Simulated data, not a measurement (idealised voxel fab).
process module | voxel ribs on slabs
cross-section cut | 255 nm wide | cells 5 nm
A cross-section is a grid of square cells, given in bands from the top down. A band is one or more rows of cells.
Each band's line starts with the height of the band's top and of its bottom, in nm. Then come its materials from left to right, each with its width in nm. One material with "throughout" fills the band from edge to edge. "air" is empty space.
Height 0 is the level under which the wafer as received is all one material. The lowest band goes on downwards, as in "0 down".
A width such as "30 to 40" changes by the same amount from each row of cells to the next, from the band's top row to its bottom row.
"no change" after a step means that no cell of the cross-section changed.
closed voids: empty space of 8 cells or more with no open way to the top, each as width x height at its distance from the left edge, in nm
after a step's settings: what the simulator itself notes on the step
overlay nm, on a step with a mask: how far to the right of its planned place the mask lay; to the left if negative
plan
1 op RECEIVE | material Si
2 op DIRECTIONAL_DEP | material SiO2 | thk nm 20
3 op DIRECTIONAL_DEP | material SiN | thk nm 20
4 op DIRECTIONAL_DEP | material aC | thk nm 10
5 op PATTERN | tone cover | mask id RIB | material resist | width nm 15 | thk nm 25 | overlay nm 0
6 op DIRECTIONAL_ETCH | etch materials aC | depth nm 10
7 op STRIP | etch materials resist
8 op DIRECTIONAL_ETCH | etch materials SiN | depth nm 10
9 op STRIP | etch materials aC
10 op PATTERN | tone cover | mask id SLAB | material resist | width nm 75 | thk nm 20 | overlay nm 0
11 op DIRECTIONAL_ETCH | etch materials SiN | depth nm 10
12 op STRIP | etch materials resist
13 op FILL_DEP | material SiO2 | thk nm 20
14 op CMP | height nm 50
15 op DIRECTIONAL_DEP | material W | thk nm 10
16 op MASKED_ETCH | tone cover | mask id HEATER | width nm 25 | etch materials W | depth nm 10 | overlay nm 0
17 op CONFORMAL_DEP | material SiO2 | thk nm 5
as received, after step 1
  0 down: Si throughout
  closed voids: none
a wafer at the end: this start, this plan, one mistake
  65 to 60: air 110 | SiO2 35 | air 110
  60 to 55: air 110 | SiO2 5 | W 25 | SiO2 5 | air 110
  55 to 50: SiO2 115 | W 25 | SiO2 115
  50 to 0: SiO2 throughout
  0 down: Si throughout
  closed voids: none
what went wrong: step 3 ran as: op DIRECTIONAL_DEP | material SiO2 | thk nm 20
